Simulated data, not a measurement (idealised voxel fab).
Process module heading - voxel self aligned contacts
For reference, the cross-section in this document is cut, with width 195 nm and square cells of 5 nm.
Cross-section spec: square-cell grid; bands listed top down; each band is one or more rows.
Band entry format. Leading values: height of top, height of bottom, nm. Remainder: materials in left-to-right order, each with its width in nm. Special words: "all across" on a single material, which then fills the band edge to edge; "empty", empty space.
A quick word on heights: they are counted from 0, and under that level the wafer as it came to us is one material throughout. The lowest band is different from the rest in having no bottom; it simply continues downward, written as in "top 0, no bottom".
The two numbers in a width such as "30->40" mark its ends across the band: the first belongs to the top row of cells, the second to the bottom row, and from each row to the next the width moves by the same amount.
Take "everything unchanged" at face value: in the step it is given for, the cross-section changed in none of its cells.
Empty spaces without an open route to the top, at least 8 cells in extent, make up the entry "Closed void list"; each is given as width x height at distance, where the distance is measured from the left edge, and all are in nm.
Formally, on a step line, whatever follows the settings is a remark that the simulator itself makes on the step.
"overlay nm", when on a step's line for a step with a mask, measures how far to the right of its planned place the mask lay; a negative measure means to the left.
Process steps - plan:
1) RECEIVE [material Si]
2) OXIDIZE [depth nm 5]
3) DIRECTIONAL_DEP [material polySi] [thk nm 20]
4) DIRECTIONAL_DEP [material SiN] [thk nm 20]
5) DIRECTIONAL_DEP [material aC] [thk nm 15]
6) PATTERN [tone cover] [mask id GATE] [material resist] [width nm 25] [pitch nm 65] [thk nm 30] [overlay nm 0]
7) DIRECTIONAL_ETCH [etch materials aC] [depth nm 15]
8) STRIP [etch materials resist]
9) DIRECTIONAL_ETCH [etch materials SiN] [depth nm 20]
10) DIRECTIONAL_ETCH [etch materials polySi] [depth nm 20]
11) STRIP [etch materials aC]
12) CONFORMAL_DEP [material SiN] [thk nm 10]
13) DIRECTIONAL_ETCH [etch materials SiN] [depth nm 10]
14) FILL_DEP [material SiO2] [thk nm 20]
15) CMP [height nm 50]
16) PATTERN [tone open] [mask id CONTACT] [material resist] [width nm 50] [pitch nm 65] [thk nm 20] [overlay nm 0]
17) DIRECTIONAL_ETCH [etch materials SiO2] [depth nm 55]
18) STRIP [etch materials resist]
19) CONFORMAL_DEP [material TiN] [thk nm 5]
20) FILL_DEP [material Ru] [thk nm 5]
21) CMP [height nm 50]
22) CONFORMAL_DEP [material SiCN] [thk nm 5]
First wafer, two in total, run as planned:
Cross-section of the incoming wafer, state after step 1:
- top 0, no bottom = Si all across
- Closed void list: none
Step 2 complete: cross-section through the wafer:
- top 0, bottom -5 = SiO2 all across
- Everything under -5 stays put, no change at all.
Step 3 complete: cross-section through the wafer:
- top 20, bottom 0 = polySi all across
- Everything under 0 stays put, no change at all.
Step 4 complete: cross-section through the wafer:
- top 40, bottom 20 = SiN all across
- Everything under 20 stays put, no change at all.
Step 5 complete: cross-section through the wafer:
- top 55, bottom 40 = aC all across
- Everything under 40 stays put, no change at all.
Step 6 complete: cross-section through the wafer:
- top 85, bottom 55 = 20 empty; 25 resist; 40 empty; 25 resist; 40 empty; 25 resist; 20 empty
- Everything under 55 stays put, no change at all.
Step 7 complete: cross-section through the wafer:
- top 70, bottom 55 = 20 empty; 25 resist; 40 empty; 25 resist; 40 empty; 25 resist; 20 empty
- top 55, bottom 40 = 20 empty; 25 aC; 40 empty; 25 aC; 40 empty; 25 aC; 20 empty
- Everything under 40 stays put, no change at all.
Step 8 complete: cross-section through the wafer:
- top 55, bottom 40 = 20 empty; 25 aC; 40 empty; 25 aC; 40 empty; 25 aC; 20 empty
- Everything under 40 stays put, no change at all.
Step 9 complete: cross-section through the wafer:
- top 55, bottom 40 = 20 empty; 25 aC; 40 empty; 25 aC; 40 empty; 25 aC; 20 empty
- top 40, bottom 20 = 20 empty; 25 SiN; 40 empty; 25 SiN; 40 empty; 25 SiN; 20 empty
- Everything under 20 stays put, no change at all.
Step 10 complete: cross-section through the wafer:
- top 55, bottom 40 = 20 empty; 25 aC; 40 empty; 25 aC; 40 empty; 25 aC; 20 empty
- top 40, bottom 20 = 20 empty; 25 SiN; 40 empty; 25 SiN; 40 empty; 25 SiN; 20 empty
- top 20, bottom 0 = 20 empty; 25 polySi; 40 empty; 25 polySi; 40 empty; 25 polySi; 20 empty
- Everything under 0 stays put, no change at all.
Step 11 complete: cross-section through the wafer:
- top 40, bottom 20 = 20 empty; 25 SiN; 40 empty; 25 SiN; 40 empty; 25 SiN; 20 empty
- Everything under 20 stays put, no change at all.
Step 12 complete: cross-section through the wafer:
- top 50, bottom 20 = 10 empty; 45 SiN; 20 empty; 45 SiN; 20 empty; 45 SiN; 10 empty
- top 20, bottom 10 = 10 empty; 10 SiN; 25 polySi; 10 SiN; 20 empty; 10 SiN; 25 polySi; 10 SiN; 20 empty; 10 SiN; 25 polySi; 10 SiN; 10 empty
- top 10, bottom 0 = 20 SiN; 25 polySi; 40 SiN; 25 polySi; 40 SiN; 25 polySi; 20 SiN
- Everything under 0 stays put, no change at all.
Step 13 complete: cross-section through the wafer:
- top 40, bottom 20 = 10 empty; 45 SiN; 20 empty; 45 SiN; 20 empty; 45 SiN; 10 empty
- top 20, bottom 0 = 10 empty; 10 SiN; 25 polySi; 10 SiN; 20 empty; 10 SiN; 25 polySi; 10 SiN; 20 empty; 10 SiN; 25 polySi; 10 SiN; 10 empty
- Everything under 0 stays put, no change at all.
Step 14 complete: cross-section through the wafer:
- top 60, bottom 40 = SiO2 all across
- top 40, bottom 20 = 10 SiO2; 45 SiN; 20 SiO2; 45 SiN; 20 SiO2; 45 SiN; 10 SiO2
- top 20, bottom 0 = 10 SiO2; 10 SiN; 25 polySi; 10 SiN; 20 SiO2; 10 SiN; 25 polySi; 10 SiN; 20 SiO2; 10 SiN; 25 polySi; 10 SiN; 10 SiO2
- Everything under 0 stays put, no change at all.
Step 15 complete: cross-section through the wafer:
- top 50, bottom 40 = SiO2 all across
- Everything under 40 stays put, no change at all.
Step 16 complete: cross-section through the wafer:
- top 70, bottom 50 = 40 resist; 50 empty; 15 resist; 50 empty; 40 resist
- Everything under 50 stays put, no change at all.
Step 17 complete: cross-section through the wafer:
- top 70, bottom 50 = 40 resist; 50 empty; 15 resist; 50 empty; 40 resist
- top 50, bottom 40 = 40 SiO2; 50 empty; 15 SiO2; 50 empty; 40 SiO2
- top 40, bottom 20 = 10 SiO2; 45 SiN; 20 empty; 45 SiN; 20 empty; 45 SiN; 10 SiO2
- top 20, bottom 0 = 10 SiO2; 10 SiN; 25 polySi; 10 SiN; 20 empty; 10 SiN; 25 polySi; 10 SiN; 20 empty; 10 SiN; 25 polySi; 10 SiN; 10 SiO2
- top 0, bottom -5 = 55 SiO2; 20 empty; 45 SiO2; 20 empty; 55 SiO2
- Everything under -5 stays put, no change at all.
Step 18 complete: cross-section through the wafer:
- top 50, bottom 40 = 40 SiO2; 50 empty; 15 SiO2; 50 empty; 40 SiO2
- Everything under 40 stays put, no change at all.
Step 19 complete: cross-section through the wafer:
- top 55, bottom 50 = 45 TiN; 40 empty; 25 TiN; 40 empty; 45 TiN
- top 50, bottom 40 = 40 SiO2; 5->20 TiN; 40->10 empty; 5->20 TiN; 15 SiO2; 5->20 TiN; 40->10 empty; 5->20 TiN; 40 SiO2
- top 40, bottom 20 = 10 SiO2; 45 SiN; 5 TiN; 10 empty; 5 TiN; 45 SiN; 5 TiN; 10 empty; 5 TiN; 45 SiN; 10 SiO2
- top 20, bottom 0 = 10 SiO2; 10 SiN; 25 polySi; 10 SiN; 5 TiN; 10 empty; 5 TiN; 10 SiN; 25 polySi; 10 SiN; 5 TiN; 10 empty; 5 TiN; 10 SiN; 25 polySi; 10 SiN; 10 SiO2
- top 0, bottom -5 = 55 SiO2; 20 TiN; 45 SiO2; 20 TiN; 55 SiO2
- Everything under -5 stays put, no change at all.
Step 20 complete: cross-section through the wafer:
- top 60, bottom 55 = Ru all across
- top 55, bottom 50 = 45 TiN; 40 Ru; 25 TiN; 40 Ru; 45 TiN
- top 50, bottom 40 = 40 SiO2; 5->20 TiN; 40->10 Ru; 5->20 TiN; 15 SiO2; 5->20 TiN; 40->10 Ru; 5->20 TiN; 40 SiO2
- top 40, bottom 20 = 10 SiO2; 45 SiN; 5 TiN; 10 Ru; 5 TiN; 45 SiN; 5 TiN; 10 Ru; 5 TiN; 45 SiN; 10 SiO2
- top 20, bottom 0 = 10 SiO2; 10 SiN; 25 polySi; 10 SiN; 5 TiN; 10 Ru; 5 TiN; 10 SiN; 25 polySi; 10 SiN; 5 TiN; 10 Ru; 5 TiN; 10 SiN; 25 polySi; 10 SiN; 10 SiO2
- Everything under 0 stays put, no change at all.
Step 21 complete: cross-section through the wafer:
- top 50, bottom 40 = 40 SiO2; 5->20 TiN; 40->10 Ru; 5->20 TiN; 15 SiO2; 5->20 TiN; 40->10 Ru; 5->20 TiN; 40 SiO2
- Everything under 40 stays put, no change at all.
Step 22 complete: cross-section through the wafer:
- top 55, bottom 50 = SiCN all across
- Everything under 50 stays put, no change at all.
second wafer: like start, like plan, one mistake. Through step 3 it matches the first wafer:
Here is the second wafer in cross-section at the point where step 4 of the plan should have been done:
- top 60, bottom 20 = SiN all across
- Everything under 20 stays put, no change at all.
Here is the second wafer in cross-section at the point where step 5 of the plan should have been done:
- top 75, bottom 60 = aC all across
- Everything under 60 stays put, no change at all.
Here is the second wafer in cross-section at the point where step 6 of the plan should have been done:
- top 105, bottom 75 = 20 empty; 25 resist; 40 empty; 25 resist; 40 empty; 25 resist; 20 empty
- Everything under 75 stays put, no change at all.
Here is the second wafer in cross-section at the point where step 7 of the plan should have been done:
- top 90, bottom 75 = 20 empty; 25 resist; 40 empty; 25 resist; 40 empty; 25 resist; 20 empty
- top 75, bottom 60 = 20 empty; 25 aC; 40 empty; 25 aC; 40 empty; 25 aC; 20 empty
- Everything under 60 stays put, no change at all.
Here is the second wafer in cross-section at the point where step 8 of the plan should have been done:
- top 75, bottom 60 = 20 empty; 25 aC; 40 empty; 25 aC; 40 empty; 25 aC; 20 empty
- Everything under 60 stays put, no change at all.
Here is the second wafer in cross-section at the point where step 9 of the plan should have been done:
- top 75, bottom 60 = 20 empty; 25 aC; 40 empty; 25 aC; 40 empty; 25 aC; 20 empty
- top 60, bottom 40 = 20 empty; 25 SiN; 40 empty; 25 SiN; 40 empty; 25 SiN; 20 empty
- Everything under 40 stays put, no change at all.
Here is the second wafer in cross-section at the point where step 10 of the plan should have been done: everything unchanged
Here is the second wafer in cross-section at the point where step 11 of the plan should have been done:
- top 60, bottom 40 = 20 empty; 25 SiN; 40 empty; 25 SiN; 40 empty; 25 SiN; 20 empty
- Everything under 40 stays put, no change at all.
Here is the second wafer in cross-section at the point where step 12 of the plan should have been done:
- top 70, bottom 50 = 10 empty; 45 SiN; 20 empty; 45 SiN; 20 empty; 45 SiN; 10 empty
- top 50, bottom 20 = SiN all across
- Everything under 20 stays put, no change at all.
Here is the second wafer in cross-section at the point where step 13 of the plan should have been done:
- top 60, bottom 40 = 10 empty; 45 SiN; 20 empty; 45 SiN; 20 empty; 45 SiN; 10 empty
- Everything under 40 stays put, no change at all.
Here is the second wafer in cross-section at the point where step 14 of the plan should have been done:
- top 80, bottom 60 = SiO2 all across
- top 60, bottom 40 = 10 SiO2; 45 SiN; 20 SiO2; 45 SiN; 20 SiO2; 45 SiN; 10 SiO2
- Everything under 40 stays put, no change at all.
Here is the second wafer in cross-section at the point where step 15 of the plan should have been done:
- top 50, bottom 40 = 10 SiO2; 45 SiN; 20 SiO2; 45 SiN; 20 SiO2; 45 SiN; 10 SiO2
- Everything under 40 stays put, no change at all.
Here is the second wafer in cross-section at the point where step 16 of the plan should have been done:
- top 70, bottom 50 = 40 resist; 50 empty; 15 resist; 50 empty; 40 resist
- Everything under 50 stays put, no change at all.
Here is the second wafer in cross-section at the point where step 17 of the plan should have been done:
- top 70, bottom 50 = 40 resist; 50 empty; 15 resist; 50 empty; 40 resist
- top 50, bottom 40 = 10 SiO2; 45 SiN; 20 empty; 45 SiN; 20 empty; 45 SiN; 10 SiO2
- Everything under 40 stays put, no change at all.
Here is the second wafer in cross-section at the point where step 18 of the plan should have been done:
- top 50, bottom 40 = 10 SiO2; 45 SiN; 20 empty; 45 SiN; 20 empty; 45 SiN; 10 SiO2
- Everything under 40 stays put, no change at all.
Here is the second wafer in cross-section at the point where step 19 of the plan should have been done:
- top 55, bottom 50 = 60 TiN; 10 empty; 55 TiN; 10 empty; 60 TiN
- top 50, bottom 45 = 10 SiO2; 45 SiN; 5 TiN; 10 empty; 5 TiN; 45 SiN; 5 TiN; 10 empty; 5 TiN; 45 SiN; 10 SiO2
- top 45, bottom 40 = 10 SiO2; 45 SiN; 20 TiN; 45 SiN; 20 TiN; 45 SiN; 10 SiO2
- Everything under 40 stays put, no change at all.
Here is the second wafer in cross-section at the point where step 20 of the plan should have been done:
- top 60, bottom 55 = Ru all across
- top 55, bottom 50 = 60 TiN; 10 Ru; 55 TiN; 10 Ru; 60 TiN
- top 50, bottom 45 = 10 SiO2; 45 SiN; 5 TiN; 10 Ru; 5 TiN; 45 SiN; 5 TiN; 10 Ru; 5 TiN; 45 SiN; 10 SiO2
- Everything under 45 stays put, no change at all.
Here is the second wafer in cross-section at the point where step 21 of the plan should have been done:
- top 50, bottom 45 = 10 SiO2; 45 SiN; 5 TiN; 10 Ru; 5 TiN; 45 SiN; 5 TiN; 10 Ru; 5 TiN; 45 SiN; 10 SiO2
- Everything under 45 stays put, no change at all.
Here is the second wafer in cross-section at the point where step 22 of the plan should have been done:
- top 55, bottom 50 = SiCN all across
- Everything under 50 stays put, no change at all.
Deviation from plan: step 4, plan: ran twice
Counted in cells at the end, the second wafer holds more or fewer of these materials than the first: Ru: 48 fewer; SiN: 54 more; SiO2: 54 fewer; TiN: 48 fewer; polySi: 96 more
